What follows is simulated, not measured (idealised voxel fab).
Process module name: voxel self aligned contacts
The width of the displayed cross-section, cut, is 250 nm; its cells are square, with a size of 5 nm.
Cross-section format: a grid of square cells, given as bands from top to bottom; each band is one or more rows of cells.
For a band, the entry starts with two heights in nm, that of the top and then that of the bottom, and carries on with the band's materials in order from left to right, each alongside its width in nm; the word "edge to edge" beside a single material means it fills the band edge to edge, and "empty" means empty space.
Below 0: as-received wafer, all one material; heights counted from there. Lowest band: no bottom, goes on down, written "0..down".
Width spec "30 to 40" -> top row of cells at first value, bottom row at second value, equal per-row change in between.
What does "no change occurred" mean for a step? It means no cell of the cross-section changed in that step.
Enclosed voids (no open way to top), threshold 8 cells or more, entry "Voids lacking openings", notation width x height at distance, distance from left edge, nm.
Note: text after step settings on the step line = simulator remark on that step.
overlay nm: on a step with a mask, how far right of its planned place the mask lay; negative means left.

Plan:
1) RECEIVE | material Si
2) CONFORMAL_DEP | material SiO2 | thk nm 5
3) DIRECTIONAL_DEP | material polySi | thk nm 30
4) DIRECTIONAL_DEP | material SiN | thk nm 20
5) MASKED_ETCH | tone cover | mask id GATE | width nm 25 | pitch nm 65 | etch materials SiN | depth nm 20 | overlay nm 0
6) MASKED_ETCH | tone cover | mask id GATE | width nm 25 | pitch nm 65 | etch materials polySi | depth nm 30 | overlay nm 0
7) CONFORMAL_DEP | material SiN | thk nm 10
8) DIRECTIONAL_ETCH | etch materials SiN | depth nm 10
9) FILL_DEP | material SiO2 | thk nm 15
10) CMP | height nm 60
11) PATTERN | tone open | mask id CONTACT | material resist | width nm 50 | pitch nm 65 | thk nm 20 | overlay nm 0
12) DIRECTIONAL_ETCH | etch materials SiO2 | depth nm 60
13) STRIP | etch materials resist
14) CONFORMAL_DEP | material TiN | thk nm 5
15) FILL_DEP | material W | thk nm 5
16) CMP | height nm 60
17) CONFORMAL_DEP | material SiN | thk nm 5

On the first of the two wafers: run conducted according to plan:

Here's what the wafer looked like in cross-section when it arrived - that's after step 1:
* 0..down: Si edge to edge
* Voids lacking openings: none

Cross-sectional representation of the wafer at the conclusion of step 2:
* 5..0: SiO2 edge to edge
* Unchanged below 0.

Cross-sectional representation of the wafer at the conclusion of step 3:
* 35..5: polySi edge to edge
* Unchanged below 5.

Cross-sectional representation of the wafer at the conclusion of step 4:
* 55..35: SiN edge to edge
* Unchanged below 35.

Cross-sectional representation of the wafer at the conclusion of step 5:
* 55..35: 45 of empty  25 of SiN  40 of empty  25 of SiN  40 of empty  25 of SiN  50 of empty
* Unchanged below 35.

Cross-sectional representation of the wafer at the conclusion of step 6:
* 55..35: 45 of empty  25 of SiN  40 of empty  25 of SiN  40 of empty  25 of SiN  50 of empty
* 35..5: 45 of empty  25 of polySi  40 of empty  25 of polySi  40 of empty  25 of polySi  50 of empty
* Unchanged below 5.

Cross-sectional representation of the wafer at the conclusion of step 7:
* 65..35: 35 of empty  45 of SiN  20 of empty  45 of SiN  20 of empty  45 of SiN  40 of empty
* 35..15: 35 of empty  10 of SiN  25 of polySi  10 of SiN  20 of empty  10 of SiN  25 of polySi  10 of SiN  20 of empty  10 of SiN  25 of polySi  10 of SiN  40 of empty
* 15..5: 45 of SiN  25 of polySi  40 of SiN  25 of polySi  40 of SiN  25 of polySi  50 of SiN
* Unchanged below 5.

Cross-sectional representation of the wafer at the conclusion of step 8:
* 55..35: 35 of empty  45 of SiN  20 of empty  45 of SiN  20 of empty  45 of SiN  40 of empty
* 35..5: 35 of empty  10 of SiN  25 of polySi  10 of SiN  20 of empty  10 of SiN  25 of polySi  10 of SiN  20 of empty  10 of SiN  25 of polySi  10 of SiN  40 of empty
* Unchanged below 5.

Cross-sectional representation of the wafer at the conclusion of step 9:
* 70..55: SiO2 edge to edge
* 55..35: 35 of SiO2  45 of SiN  20 of SiO2  45 of SiN  20 of SiO2  45 of SiN  40 of SiO2
* 35..5: 35 of SiO2  10 of SiN  25 of polySi  10 of SiN  20 of SiO2  10 of SiN  25 of polySi  10 of SiN  20 of SiO2  10 of SiN  25 of polySi  10 of SiN  40 of SiO2
* Unchanged below 5.

Cross-sectional representation of the wafer at the conclusion of step 10:
* 60..55: SiO2 edge to edge
* Unchanged below 55.

Cross-sectional representation of the wafer at the conclusion of step 11:
* 80..60: 65 of resist  50 of empty  15 of resist  50 of empty  70 of resist
* Unchanged below 60.

Cross-sectional representation of the wafer at the conclusion of step 12:
* 80..60: 65 of resist  50 of empty  15 of resist  50 of empty  70 of resist
* 60..55: 65 of SiO2  50 of empty  15 of SiO2  50 of empty  70 of SiO2
* 55..35: 35 of SiO2  45 of SiN  20 of empty  45 of SiN  20 of empty  45 of SiN  40 of SiO2
* 35..5: 35 of SiO2  10 of SiN  25 of polySi  10 of SiN  20 of empty  10 of SiN  25 of polySi  10 of SiN  20 of empty  10 of SiN  25 of polySi  10 of SiN  40 of SiO2
* 5..0: 80 of SiO2  20 of empty  45 of SiO2  20 of empty  85 of SiO2
* Unchanged below 0.

Cross-sectional representation of the wafer at the conclusion of step 13:
* 60..55: 65 of SiO2  50 of empty  15 of SiO2  50 of empty  70 of SiO2
* Unchanged below 55.

Cross-sectional representation of the wafer at the conclusion of step 14:
* 65..60: 70 of TiN  40 of empty  25 of TiN  40 of empty  75 of TiN
* 60..55: 65 of SiO2  20 of TiN  10 of empty  20 of TiN  15 of SiO2  20 of TiN  10 of empty  20 of TiN  70 of SiO2
* 55..35: 35 of SiO2  45 of SiN  5 of TiN  10 of empty  5 of TiN  45 of SiN  5 of TiN  10 of empty  5 of TiN  45 of SiN  40 of SiO2
* 35..5: 35 of SiO2  10 of SiN  25 of polySi  10 of SiN  5 of TiN  10 of empty  5 of TiN  10 of SiN  25 of polySi  10 of SiN  5 of TiN  10 of empty  5 of TiN  10 of SiN  25 of polySi  10 of SiN  40 of SiO2
* 5..0: 80 of SiO2  20 of TiN  45 of SiO2  20 of TiN  85 of SiO2
* Unchanged below 0.

Cross-sectional representation of the wafer at the conclusion of step 15:
* 70..65: W edge to edge
* 65..60: 70 of TiN  40 of W  25 of TiN  40 of W  75 of TiN
* 60..55: 65 of SiO2  20 of TiN  10 of W  20 of TiN  15 of SiO2  20 of TiN  10 of W  20 of TiN  70 of SiO2
* 55..35: 35 of SiO2  45 of SiN  5 of TiN  10 of W  5 of TiN  45 of SiN  5 of TiN  10 of W  5 of TiN  45 of SiN  40 of SiO2
* 35..5: 35 of SiO2  10 of SiN  25 of polySi  10 of SiN  5 of TiN  10 of W  5 of TiN  10 of SiN  25 of polySi  10 of SiN  5 of TiN  10 of W  5 of TiN  10 of SiN  25 of polySi  10 of SiN  40 of SiO2
* Unchanged below 5.

Cross-sectional representation of the wafer at the conclusion of step 16:
* 60..55: 65 of SiO2  20 of TiN  10 of W  20 of TiN  15 of SiO2  20 of TiN  10 of W  20 of TiN  70 of SiO2
* Unchanged below 55.

Cross-sectional representation of the wafer at the conclusion of step 17:
* 65..60: SiN edge to edge
* Unchanged below 60.

The remaining wafer, second of the two, started like the first and was run to the same plan, except that one mistake was made along the way; the two coincide through step 8, inclusive:

Second wafer at the planned finish of step 9, seen in cross-section:
* 70..55: W edge to edge
* 55..35: 35 of W  45 of SiN  20 of W  45 of SiN  20 of W  45 of SiN  40 of W
* 35..5: 35 of W  10 of SiN  25 of polySi  10 of SiN  20 of W  10 of SiN  25 of polySi  10 of SiN  20 of W  10 of SiN  25 of polySi  10 of SiN  40 of W
* Unchanged below 5.

Second wafer at the planned finish of step 10, seen in cross-section:
* 60..55: W edge to edge
* Unchanged below 55.

Second wafer at the planned finish of step 11, seen in cross-section:
* 80..60: 65 of resist  50 of empty  15 of resist  50 of empty  70 of resist
* Unchanged below 60.

Second wafer at the planned finish of step 12, seen in cross-section: no change occurred

Second wafer at the planned finish of step 13, seen in cross-section:
* 60..55: W edge to edge
* Unchanged below 55.

Second wafer at the planned finish of step 14, seen in cross-section:
* 65..60: TiN edge to edge
* Unchanged below 60.

Second wafer at the planned finish of step 15, seen in cross-section:
* 70..65: W edge to edge
* Unchanged below 65.

Second wafer at the planned finish of step 16, seen in cross-section:
* 60..55: W edge to edge
* Unchanged below 55.

Second wafer at the planned finish of step 17, seen in cross-section:
* 65..60: SiN edge to edge
* Unchanged below 60.
In executing the process, a mistake was made relative to the plan: step 9 changed vs plan, executed as FILL_DEP | material W | thk nm 15
Wrapping up, a cell-based count of both wafers puts the second over or under the first for these materials: 172 fewer of SiO2, 64 fewer of TiN, 236 more of W
